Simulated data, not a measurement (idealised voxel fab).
The process module that follows is named voxel capacitor over wiring.
Xsec cut, 145 nm wide, square cell size 5 nm.
Cross-section spec: square-cell grid; bands listed top down; each band is one or more rows. Band: top and bottom heights (nm) first, top before bottom; then materials from left to right, widths in nm. "full width" marks a sole material filling the band edge to edge. "air" denotes empty space. The reference from which all heights are counted is 0, the level beneath which the as-received wafer is entirely one material; the lowest band, having no lower bound, proceeds downward and is written after the example "0 and below". When a width is written as two numbers, as in "30..40", the first number is the width in the top row of cells of the band and the second is the width in its bottom row, and the width changes by the same amount from each row to the next. "all unchanged" means the step left every cell of the cross-section as it was. Listed in "Enclosed void list": every empty space of 8 or more cells without an open way to the top. Form: width x height at distance, the distance being from the left edge, all in nm. The remark found on a step's line after its settings is issued by the simulator itself and pertains to that step. overlay nm: how far to the right of its planned place the mask lay on this masked step (negative: to the left).

These are the steps we planned for the process:
1,RECEIVE with material Si
2,CONFORMAL_DEP with material SiO2, thk nm 15
3,CONFORMAL_DEP with material SiCN, thk nm 5
4,DIRECTIONAL_DEP with material lowk, thk nm 15
5,PATTERN with tone open, mask id METAL_1, material resist, width nm 25, pitch nm 90, thk nm 15, overlay nm 0
6,DIRECTIONAL_ETCH with etch materials lowk, depth nm 15
7,DIRECTIONAL_ETCH with etch materials SiCN, depth nm 5
8,STRIP with etch materials resist
9,CONFORMAL_DEP with material TiN, thk nm 5
10,FILL_DEP with material Ru, thk nm 5
11,CMP with height nm 35
12,EPI with material Ru, thk nm 5
13,FILL_DEP with material SiCN, thk nm 5
14,DIRECTIONAL_DEP with material lowk, thk nm 10
15,MASKED_ETCH with tone open, mask id PLUG_1, width nm 15, etch materials lowk, depth nm 10, overlay nm 0
16,MASKED_ETCH with tone open, mask id PLUG_1, width nm 15, etch materials SiCN, depth nm 5, overlay nm 0
17,CONFORMAL_DEP with material TiN, thk nm 5
18,FILL_DEP with material Ru, thk nm 5
19,CMP with height nm 55
20,DIRECTIONAL_DEP with material TiN, thk nm 10
21,DIRECTIONAL_DEP with material SiN, thk nm 5
22,DIRECTIONAL_DEP with material TiN, thk nm 5
23,PATTERN with tone cover, mask id UPPER_PLATE, material resist, width nm 70, thk nm 20, overlay nm 0
24,DIRECTIONAL_ETCH with etch materials TiN, depth nm 5
25,DIRECTIONAL_ETCH with etch materials SiN, depth nm 5
26,STRIP with etch materials resist
27,MASKED_ETCH with tone cover, mask id LOWER_PLATE, width nm 80, etch materials TiN, depth nm 10, overlay nm 0
28,FILL_DEP with material SiO2, thk nm 15
29,CMP with height nm 85
30,PATTERN with tone open, mask id PLUG_2, material resist, width nm 15, thk nm 20, overlay nm 0
31,DIRECTIONAL_ETCH with etch materials SiO2, depth nm 10
32,STRIP with etch materials resist
33,CONFORMAL_DEP with material TiN, thk nm 5
34,FILL_DEP with material Ru, thk nm 10
35,CMP with height nm 85
36,CONFORMAL_DEP with material SiCN, thk nm 5

The first of two wafers, run as planned:

As-received state of the wafer in cross-section, equivalent to post-step 1:
- 0 and below | Si full width
- Enclosed void list: none

State of the wafer after step 2, shown in cross-section:
- 15 down to 0 | SiO2 full width
- Beneath the level 0, the cross-section is identical to its previous state.

State of the wafer after step 3, shown in cross-section:
- 20 down to 15 | SiCN full width
- Beneath the level 15, the cross-section is identical to its previous state.

State of the wafer after step 4, shown in cross-section:
- 35 down to 20 | lowk full width
- Beneath the level 20, the cross-section is identical to its previous state.

State of the wafer after step 5, shown in cross-section:
- 50 down to 35 | 15 nm resist  25 nm air  65 nm resist  25 nm air  15 nm resist
- Beneath the level 35, the cross-section is identical to its previous state.

State of the wafer after step 6, shown in cross-section:
- 50 down to 35 | 15 nm resist  25 nm air  65 nm resist  25 nm air  15 nm resist
- 35 down to 20 | 15 nm lowk  25 nm air  65 nm lowk  25 nm air  15 nm lowk
- Beneath the level 20, the cross-section is identical to its previous state.

State of the wafer after step 7, shown in cross-section:
- 50 down to 35 | 15 nm resist  25 nm air  65 nm resist  25 nm air  15 nm resist
- 35 down to 20 | 15 nm lowk  25 nm air  65 nm lowk  25 nm air  15 nm lowk
- 20 down to 15 | 15 nm SiCN  25 nm air  65 nm SiCN  25 nm air  15 nm SiCN
- Beneath the level 15, the cross-section is identical to its previous state.

State of the wafer after step 8, shown in cross-section:
- 35 down to 20 | 15 nm lowk  25 nm air  65 nm lowk  25 nm air  15 nm lowk
- Beneath the level 20, the cross-section is identical to its previous state.

State of the wafer after step 9, shown in cross-section:
- 40 down to 35 | 20 nm TiN  15 nm air  75 nm TiN  15 nm air  20 nm TiN
- 35 down to 20 | 15 nm lowk  5 nm TiN  15 nm air  5 nm TiN  65 nm lowk  5 nm TiN  15 nm air  5 nm TiN  15 nm lowk
- 20 down to 15 | 15 nm SiCN  25 nm TiN  65 nm SiCN  25 nm TiN  15 nm SiCN
- Beneath the level 15, the cross-section is identical to its previous state.

State of the wafer after step 10, shown in cross-section:
- 45 down to 40 | Ru full width
- 40 down to 35 | 20 nm TiN  15 nm Ru  75 nm TiN  15 nm Ru  20 nm TiN
- 35 down to 20 | 15 nm lowk  5 nm TiN  15 nm Ru  5 nm TiN  65 nm lowk  5 nm TiN  15 nm Ru  5 nm TiN  15 nm lowk
- Beneath the level 20, the cross-section is identical to its previous state.

State of the wafer after step 11, shown in cross-section:
- 35 down to 20 | 15 nm lowk  5 nm TiN  15 nm Ru  5 nm TiN  65 nm lowk  5 nm TiN  15 nm Ru  5 nm TiN  15 nm lowk
- Beneath the level 20, the cross-section is identical to its previous state.

State of the wafer after step 12, shown in cross-section:
- 40 down to 35 | 10 nm air  35 nm Ru  55 nm air  35 nm Ru  10 nm air
- Beneath the level 35, the cross-section is identical to its previous state.

State of the wafer after step 13, shown in cross-section:
- 45 down to 40 | SiCN full width
- 40 down to 35 | 10 nm SiCN  35 nm Ru  55 nm SiCN  35 nm Ru  10 nm SiCN
- Beneath the level 35, the cross-section is identical to its previous state.

State of the wafer after step 14, shown in cross-section:
- 55 down to 45 | lowk full width
- Beneath the level 45, the cross-section is identical to its previous state.

State of the wafer after step 15, shown in cross-section:
- 55 down to 45 | 25 nm lowk  15 nm air  105 nm lowk
- Beneath the level 45, the cross-section is identical to its previous state.

State of the wafer after step 16, shown in cross-section:
- 55 down to 45 | 25 nm lowk  15 nm air  105 nm lowk
- 45 down to 40 | 25 nm SiCN  15 nm air  105 nm SiCN
- Beneath the level 40, the cross-section is identical to its previous state.

State of the wafer after step 17, shown in cross-section:
- 60 down to 55 | 30 nm TiN  5 nm air  110 nm TiN
- 55 down to 45 | 25 nm lowk  5 nm TiN  5 nm air  5 nm TiN  105 nm lowk
- 45 down to 40 | 25 nm SiCN  15 nm TiN  105 nm SiCN
- Beneath the level 40, the cross-section is identical to its previous state.

State of the wafer after step 18, shown in cross-section:
- 65 down to 60 | Ru full width
- 60 down to 55 | 30 nm TiN  5 nm Ru  110 nm TiN
- 55 down to 45 | 25 nm lowk  5 nm TiN  5 nm Ru  5 nm TiN  105 nm lowk
- Beneath the level 45, the cross-section is identical to its previous state.

State of the wafer after step 19, shown in cross-section:
- 55 down to 45 | 25 nm lowk  5 nm TiN  5 nm Ru  5 nm TiN  105 nm lowk
- Beneath the level 45, the cross-section is identical to its previous state.

State of the wafer after step 20, shown in cross-section:
- 65 down to 55 | TiN full width
- Beneath the level 55, the cross-section is identical to its previous state.

State of the wafer after step 21, shown in cross-section:
- 70 down to 65 | SiN full width
- Beneath the level 65, the cross-section is identical to its previous state.

State of the wafer after step 22, shown in cross-section:
- 75 down to 70 | TiN full width
- Beneath the level 70, the cross-section is identical to its previous state.

State of the wafer after step 23, shown in cross-section:
- 95 down to 75 | 25 nm air  70 nm resist  50 nm air
- Beneath the level 75, the cross-section is identical to its previous state.

State of the wafer after step 24, shown in cross-section:
- 95 down to 75 | 25 nm air  70 nm resist  50 nm air
- 75 down to 70 | 25 nm air  70 nm TiN  50 nm air
- Beneath the level 70, the cross-section is identical to its previous state.

State of the wafer after step 25, shown in cross-section:
- 95 down to 75 | 25 nm air  70 nm resist  50 nm air
- 75 down to 70 | 25 nm air  70 nm TiN  50 nm air
- 70 down to 65 | 25 nm air  70 nm SiN  50 nm air
- Beneath the level 65, the cross-section is identical to its previous state.

State of the wafer after step 26, shown in cross-section:
- 75 down to 70 | 25 nm air  70 nm TiN  50 nm air
- Beneath the level 70, the cross-section is identical to its previous state.

State of the wafer after step 27, shown in cross-section:
- 75 down to 70 | 25 nm air  70 nm TiN  50 nm air
- 70 down to 65 | 25 nm air  70 nm SiN  50 nm air
- 65 down to 55 | 20 nm air  80 nm TiN  45 nm air
- Beneath the level 55, the cross-section is identical to its previous state.

State of the wafer after step 28, shown in cross-section:
- 90 down to 75 | SiO2 full width
- 75 down to 70 | 25 nm SiO2  70 nm TiN  50 nm SiO2
- 70 down to 65 | 25 nm SiO2  70 nm SiN  50 nm SiO2
- 65 down to 55 | 20 nm SiO2  80 nm TiN  45 nm SiO2
- Beneath the level 55, the cross-section is identical to its previous state.

State of the wafer after step 29, shown in cross-section:
- 85 down to 75 | SiO2 full width
- Beneath the level 75, the cross-section is identical to its previous state.

State of the wafer after step 30, shown in cross-section:
- 105 down to 85 | 35 nm resist  15 nm air  95 nm resist
- Beneath the level 85, the cross-section is identical to its previous state.

State of the wafer after step 31, shown in cross-section:
- 105 down to 85 | 35 nm resist  15 nm air  95 nm resist
- 85 down to 75 | 35 nm SiO2  15 nm air  95 nm SiO2
- Beneath the level 75, the cross-section is identical to its previous state.

State of the wafer after step 32, shown in cross-section:
- 85 down to 75 | 35 nm SiO2  15 nm air  95 nm SiO2
- Beneath the level 75, the cross-section is identical to its previous state.

State of the wafer after step 33, shown in cross-section:
- 90 down to 85 | 40 nm TiN  5 nm air  100 nm TiN
- 85 down to 80 | 35 nm SiO2  5 nm TiN  5 nm air  5 nm TiN  95 nm SiO2
- 80 down to 70 | 35..25 nm SiO2  15..70 nm TiN  95..50 nm SiO2
- Beneath the level 70, the cross-section is identical to its previous state.

State of the wafer after step 34, shown in cross-section:
- 100 down to 90 | Ru full width
- 90 down to 85 | 40 nm TiN  5 nm Ru  100 nm TiN
- 85 down to 80 | 35 nm SiO2  5 nm TiN  5 nm Ru  5 nm TiN  95 nm SiO2
- Beneath the level 80, the cross-section is identical to its previous state.

State of the wafer after step 35, shown in cross-section:
- 85 down to 80 | 35 nm SiO2  5 nm TiN  5 nm Ru  5 nm TiN  95 nm SiO2
- Beneath the level 80, the cross-section is identical to its previous state.

State of the wafer after step 36, shown in cross-section:
- 90 down to 85 | SiCN full width
- Beneath the level 85, the cross-section is identical to its previous state.

Regarding the second of the two wafers: it shared the first wafer's starting condition and process plan, yet one error occurred during its execution. Its history coincides with that of the first wafer up to and including step 20:

Cross-section of the second wafer at the time step 21 of the plan should have ended: all unchanged

Cross-section of the second wafer at the time step 22 of the plan should have ended:
- 70 down to 55 | TiN full width
- Beneath the level 55, the cross-section is identical to its previous state.

Cross-section of the second wafer at the time step 23 of the plan should have ended:
- 90 down to 70 | 25 nm air  70 nm resist  50 nm air
- Beneath the level 70, the cross-section is identical to its previous state.

Cross-section of the second wafer at the time step 24 of the plan should have ended:
- 90 down to 70 | 25 nm air  70 nm resist  50 nm air
- 70 down to 65 | 25 nm air  70 nm TiN  50 nm air
- Beneath the level 65, the cross-section is identical to its previous state.

Cross-section of the second wafer at the time step 25 of the plan should have ended: all unchanged

Cross-section of the second wafer at the time step 26 of the plan should have ended:
- 70 down to 65 | 25 nm air  70 nm TiN  50 nm air
- Beneath the level 65, the cross-section is identical to its previous state.

Cross-section of the second wafer at the time step 27 of the plan should have ended:
- 70 down to 65 | 25 nm air  70 nm TiN  50 nm air
- 65 down to 55 | 20 nm air  80 nm TiN  45 nm air
- Beneath the level 55, the cross-section is identical to its previous state.

Cross-section of the second wafer at the time step 28 of the plan should have ended:
- 85 down to 70 | SiO2 full width
- 70 down to 65 | 25 nm SiO2  70 nm TiN  50 nm SiO2
- 65 down to 55 | 20 nm SiO2  80 nm TiN  45 nm SiO2
- Beneath the level 55, the cross-section is identical to its previous state.

Cross-section of the second wafer at the time step 29 of the plan should have ended: all unchanged

Cross-section of the second wafer at the time step 30 of the plan should have ended:
- 105 down to 85 | 35 nm resist  15 nm air  95 nm resist
- Beneath the level 85, the cross-section is identical to its previous state.

Cross-section of the second wafer at the time step 31 of the plan should have ended:
- 105 down to 85 | 35 nm resist  15 nm air  95 nm resist
- 85 down to 75 | 35 nm SiO2  15 nm air  95 nm SiO2
- Beneath the level 75, the cross-section is identical to its previous state.

Cross-section of the second wafer at the time step 32 of the plan should have ended:
- 85 down to 75 | 35 nm SiO2  15 nm air  95 nm SiO2
- Beneath the level 75, the cross-section is identical to its previous state.

Cross-section of the second wafer at the time step 33 of the plan should have ended:
- 90 down to 85 | 40 nm TiN  5 nm air  100 nm TiN
- 85 down to 80 | 35 nm SiO2  5 nm TiN  5 nm air  5 nm TiN  95 nm SiO2
- 80 down to 75 | 35 nm SiO2  15 nm TiN  95 nm SiO2
- Beneath the level 75, the cross-section is identical to its previous state.

Cross-section of the second wafer at the time step 34 of the plan should have ended:
- 100 down to 90 | Ru full width
- 90 down to 85 | 40 nm TiN  5 nm Ru  100 nm TiN
- 85 down to 80 | 35 nm SiO2  5 nm TiN  5 nm Ru  5 nm TiN  95 nm SiO2
- Beneath the level 80, the cross-section is identical to its previous state.

Cross-section of the second wafer at the time step 35 of the plan should have ended:
- 85 down to 80 | 35 nm SiO2  5 nm TiN  5 nm Ru  5 nm TiN  95 nm SiO2
- Beneath the level 80, the cross-section is identical to its previous state.

Cross-section of the second wafer at the time step 36 of the plan should have ended:
- 90 down to 85 | SiCN full width
- Beneath the level 85, the cross-section is identical to its previous state.
Want to know what went wrong? plan step 21 was not performed, having been skipped
Looking at both finished wafers in cells, the second ends up ahead of or behind the first on some materials: -14 SiN, +14 SiO2
